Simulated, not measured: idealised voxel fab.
A process module follows: voxel self aligned contacts.
Xsec cut, 220 nm wide, square cell size 5 nm.
Square cells in a grid make up a cross-section in this document, and the grid is given as bands, listed from the top down, each one or more rows of cells.
Heights first: top, then bottom, in nm. Then materials, left to right, each with a width in nm. "full width" on a single material: fills the band edge to edge. "blank": empty space.
We count height from 0. Below that, the starting wafer is all one material. The lowest band never ends at the bottom but goes on down; see "z 0 and below" for how that is written.
You'd read "30..40" like this: the band's top row of cells is as wide as the first number, its bottom row is as wide as the second, and going down, every row changes width by the same amount as the row before did.
Given "stayed the same" for a step, no cell of the cross-section differs between before and after that step.
The entry titled "Enclosed internal voids" provides the empty spaces that have no open way to the top, restricted to those of 8 cells or more. Each is presented as width x height at distance, the distance being measured from the left edge, with all three in nm.
Past the settings on a step's line: simulator remark, on that step.
A step's line can hold "overlay nm"; with a mask on that step, the setting says how far right of the planned place the mask lay, while a negative setting says it lay to the left.
-- Below is the list of planned process steps
1: RECEIVE [material Si]
2: OXIDIZE [depth nm 5]
3: DIRECTIONAL_DEP [material polySi] [thk nm 30]
4: DIRECTIONAL_DEP [material SiN] [thk nm 25]
5: PATTERN [tone cover] [mask id GATE] [material resist] [width nm 30] [pitch nm 70] [thk nm 15] [overlay nm 0]
6: DIRECTIONAL_ETCH [etch materials SiN] [depth nm 25]
7: DIRECTIONAL_ETCH [etch materials polySi] [depth nm 30]
8: STRIP [etch materials resist]
9: CONFORMAL_DEP [material SiN] [thk nm 10]
10: DIRECTIONAL_ETCH [etch materials SiN] [depth nm 10]
11: FILL_DEP [material SiO2] [thk nm 15]
12: CMP [height nm 60]
13: PATTERN [tone open] [mask id CONTACT] [material resist] [width nm 50] [pitch nm 70] [thk nm 15] [overlay nm 0]
14: DIRECTIONAL_ETCH [etch materials SiO2] [depth nm 65]
15: STRIP [etch materials resist]
16: CONFORMAL_DEP [material TiN] [thk nm 5]
17: FILL_DEP [material W] [thk nm 10]
18: CMP [height nm 60]
19: CONFORMAL_DEP [material SiN] [thk nm 5]
-- As-received state of the wafer in cross-section, equivalent to post-step 1
  z 0 and below  Si full width
  Enclosed internal voids: none
-- Cross-sectional view of the first of the two wafers upon completion of the module, processed in accordance with the plan
  z 65 to 60  SiN full width
  z 60 to 55  SiO2: 50 / TiN: 20 / W: 10 / TiN: 20 / SiO2: 20 / TiN: 20 / W: 10 / TiN: 20 / SiO2: 50
  z 55 to 30  SiO2: 15 / SiN: 50 / TiN: 5 / W: 10 / TiN: 5 / SiN: 50 / TiN: 5 / W: 10 / TiN: 5 / SiN: 50 / SiO2: 15
  z 30 to 0  SiO2: 15 / SiN: 10 / polySi: 30 / SiN: 10 / TiN: 5 / W: 10 / TiN: 5 / SiN: 10 / polySi: 30 / SiN: 10 / TiN: 5 / W: 10 / TiN: 5 / SiN: 10 / polySi: 30 / SiN: 10 / SiO2: 15
  z 0 to -5  SiO2: 65 / TiN: 20 / SiO2: 50 / TiN: 20 / SiO2: 65
  z -5 and below  Si full width
  Enclosed internal voids: none
-- Wafer two (of two), end-of-module cross-section: start = wafer one, plan = wafer one, one run mistake
  z 65 to 60  SiN full width
  z 60 to 55  SiO2: 15 / SiN: 50 / TiN: 20 / SiN: 50 / TiN: 20 / SiN: 50 / SiO2: 15
  z 55 to 30  SiN full width
  z 30 to 0  polySi full width
  z 0 to -5  SiO2 full width
  z -5 and below  Si full width
  Enclosed internal voids: none
Error vs. plan: twice, step 4 of the plan was run
Heads up, by the end the second wafer has more or fewer cells of some materials compared to the first: SiN: 28 more; SiO2: 76 fewer; TiN: 60 fewer; W: 48 fewer; polySi: 156 more
